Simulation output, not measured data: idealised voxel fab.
This is a process module. Its name is voxel self aligned vias.
Cross-sectional view cut (width: 275 nm; square cell size: 5 nm).
In this document a cross-section is written as a grid of square cells. It is given as a series of bands, listed from the top down, and a band is one or more rows of cells.
What a band's entry tells you: where the top is and where the bottom is, as heights in nm, and after that what lies inside, material by material from left to right, each with its width in nm. Empty space is written as the word "empty", and a single material marked with the word "full width" occupies the band from edge to edge.
Below 0: as-received wafer, all one material; heights counted from there. Lowest band: no bottom, goes on down, written "0..down".
Graded width ("30->40"): value in top row of band = first number; value in bottom row = second number; row-to-row change constant.
When a step is marked "identical to before", none of the cells in the cross-section changed during that step.
"Fully closed voids" specifies each empty space that is not open to the top and that occupies no fewer than 8 cells, using the form width x height at distance, the distance measured from the left edge and all three quantities in nm.
Text after the settings on a step's line: the simulator's own remark on that step.
Steps that use a mask can have "overlay nm" on their line. It says how far the mask sat to the right of where it was meant to be. Negative means to the left.
THE STEPS PLANNED FOR THE PROCESS ARE AS FOLLOWS
1 RECEIVE,material Si
2 CONFORMAL_DEP,material SiO2,thk nm 15
3 CONFORMAL_DEP,material SiCN,thk nm 5
4 DIRECTIONAL_DEP,material SiO2,thk nm 20
5 PATTERN,tone open,mask id LINES,material resist,width nm 25,pitch nm 75,thk nm 15,overlay nm 0
6 DIRECTIONAL_ETCH,etch materials SiO2,depth nm 25
7 STRIP,etch materials resist
8 CONFORMAL_DEP,material TiN,thk nm 5
9 FILL_DEP,material Ru,thk nm 10
10 CMP,height nm 45
11 SELECTIVE_ETCH,etch materials W Ru TiN,depth nm 10
12 FILL_DEP,material SiN,thk nm 5
13 CMP,height nm 45
14 DIRECTIONAL_DEP,material SiO2,thk nm 15
15 PATTERN,tone open,mask id VIAS,material resist,width nm 45,pitch nm 150,thk nm 20,overlay nm 0
16 DIRECTIONAL_ETCH,etch materials SiO2,depth nm 15
17 DIRECTIONAL_ETCH,etch materials SiN,depth nm 10
18 STRIP,etch materials resist
19 CONFORMAL_DEP,material TiN,thk nm 5
20 FILL_DEP,material W,thk nm 5
21 CMP,height nm 60
22 CONFORMAL_DEP,material SiN,thk nm 5
Among the wafers covered here, the point of difference is the thk nm at step 4; their starting state is shared, and the plan presents the value of the first wafer.
CROSS-SECTION, FIRST OF SEVERAL WAFERS, AS DELIVERED AFTER STEP 1
> 0..down  Si full width
> Fully closed voids: none
FIRST OF SEVERAL WAFERS: CROSS-SECTION AT THE END OF THE MODULE, AFTER STEP 22, ITS LAST STEP
> 65..60  SiN full width
> 60..45  40 SiO2; 5 TiN; 35 W; 5 TiN; 105 SiO2; 5 TiN; 35 W; 5 TiN; 40 SiO2
> 45..40  40 SiN; 15 TiN; 15 W; 15 TiN; 105 SiN; 15 TiN; 15 W; 15 TiN; 40 SiN
> 40..35  50 SiO2; 25 TiN; 50 SiO2; 25 SiN; 50 SiO2; 25 TiN; 50 SiO2
> 35..25  50 SiO2; 5 TiN; 15 Ru; 5 TiN; 50 SiO2; 5 TiN; 15 Ru; 5 TiN; 50 SiO2; 5 TiN; 15 Ru; 5 TiN; 50 SiO2
> 25..20  50 SiO2; 25 TiN; 50 SiO2; 25 TiN; 50 SiO2; 25 TiN; 50 SiO2
> 20..15  SiCN full width
> 15..0  SiO2 full width
> 0..down  Si full width
> Fully closed voids: none
SHOWING THE LAST WAFER IN CROSS-SECTION AT THE END OF THE MODULE
> 65..60  SiN full width
> 60..50  40 SiO2; 5 TiN; 35 W; 5 TiN; 105 SiO2; 5 TiN; 35 W; 5 TiN; 40 SiO2
> 50..45  40 SiO2; 15 TiN; 15 W; 15 TiN; 105 SiO2; 15 TiN; 15 W; 15 TiN; 40 SiO2
> 45..40  50 SiO2; 5 TiN; 15 W; 5 TiN; 50 SiO2; 25 SiN; 50 SiO2; 5 TiN; 15 W; 5 TiN; 50 SiO2
> 40..35  50 SiO2; 25 TiN; 50 SiO2; 25 SiN; 50 SiO2; 25 TiN; 50 SiO2
> 35..20  SiO2 full width
> 20..15  SiCN full width
> 15..0  SiO2 full width
> 0..down  Si full width
> Fully closed voids: none
PER-WAFER ROWS BELOW. FOR EACH MATERIAL: CELLS GAINED (+) OR LOST (-) SINCE THE WAFER WAS RECEIVED, AS OF END OF MODULE. THEN: CLOSED VOIDS
thk nm 20 | +18 Ru | +55 SiCN | +97 SiN | +436 SiO2 | +61 TiN | +48 W | Fully closed voids: none
thk nm 25 | +18 Ru | +55 SiCN | +65 SiN | +476 SiO2 | +61 TiN | +40 W | Fully closed voids: none
thk nm 30 | +9 Ru | +55 SiCN | +65 SiN | +491 SiO2 | +55 TiN | +40 W | Fully closed voids: none
thk nm 35 | +55 SiCN | +65 SiN | +506 SiO2 | +49 TiN | +40 W | Fully closed voids: none
thk nm 40 | +55 SiCN | +65 SiN | +521 SiO2 | +34 TiN | +40 W | Fully closed voids: none
